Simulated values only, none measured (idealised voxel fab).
The following process module bears the name voxel fin reveal.
Pictured: cross-section cut, 155 nm wide, on a grid of 5 nm square cells.
A cross-section is a grid of square cells, given in bands from the top down. A band is one or more rows of cells. Band entry format. Leading values: height of top, height of bottom, nm. Remainder: materials in left-to-right order, each with its width in nm. Special words: "edge to edge" on a single material, which then fills the band edge to edge; "air", empty space. Height reference: 0 = level under which incoming wafer is all one material. Lowest band: no bottom, runs on downward, e.g. "0 down". The width entry "30..40" should be interpreted row by row: the top row of cells in the band takes the first number, the bottom row takes the second number, and the change between adjacent rows is uniform throughout. No cell of the cross-section changed in a step that is given as "no alterations made". What "closed voids" gives you is every empty space of 8 cells or more that is cut off from the top. Each appears as width x height at distance, with the distance taken from the left edge and width, height and distance all in nm. Post-settings text on a step line: simulator's own remark regarding the step. When a step includes a mask, the "overlay nm" setting on its line states how far to the right of its planned place that mask lay, and negative values state how far to the left.

**Intended process steps**
1,RECEIVE, material Si
2,CONFORMAL_DEP, material SiN, thk nm 5
3,DIRECTIONAL_DEP, material aC, thk nm 5
4,PATTERN, tone cover, mask id FINS, material resist, width nm 15, pitch nm 35, thk nm 30, overlay nm 0
5,DIRECTIONAL_ETCH, etch materials aC, depth nm 10
6,STRIP, etch materials resist
7,DIRECTIONAL_ETCH, etch materials SiN, depth nm 5
8,DIRECTIONAL_ETCH, etch materials Si, depth nm 30
9,STRIP, etch materials aC
10,FILL_DEP, material SiO2, thk nm 10
11,CMP, height nm 5
12,SELECTIVE_ETCH, etch materials SiO2, depth nm 15
13,STRIP, etch materials SiN
The value of thk nm given for step 3 in the plan refers to the first wafer; the wafers vary in this setting and are alike at the start.

**The first of several wafers as received, shown in cross-section; this is its state after step 1**
- 0 down = Si edge to edge
- closed voids: none

**The cross-section of the first of several wafers is given below for the end of the module, after its final step, step 13**
- 0 to -10 = air 15 nm, Si 15 nm, air 20 nm, Si 15 nm, air 20 nm, Si 15 nm, air 20 nm, Si 15 nm, air 20 nm
- -10 to -30 = SiO2 15 nm, Si 15 nm, SiO2 20 nm, Si 15 nm, SiO2 20 nm, Si 15 nm, SiO2 20 nm, Si 15 nm, SiO2 20 nm
- -30 down = Si edge to edge
- closed voids: none

**last wafer at the end**
- 0 down = Si edge to edge
- closed voids: none

**Quick key for the table: a row per wafer, taken at the end of the module. For each material it tells you how many cells the wafer gained (+) or lost (-) since it came in, and the closed voids come after**
thk nm 5; -114 Si; +76 SiO2; closed voids: none
thk nm 10; -114 Si; +76 SiO2; closed voids: none
thk nm 15; the cross-section did not change in any of its cells; closed voids: none
thk nm 20; the cross-section did not change in any of its cells; closed voids: none
thk nm 25; the cross-section did not change in any of its cells; closed voids: none
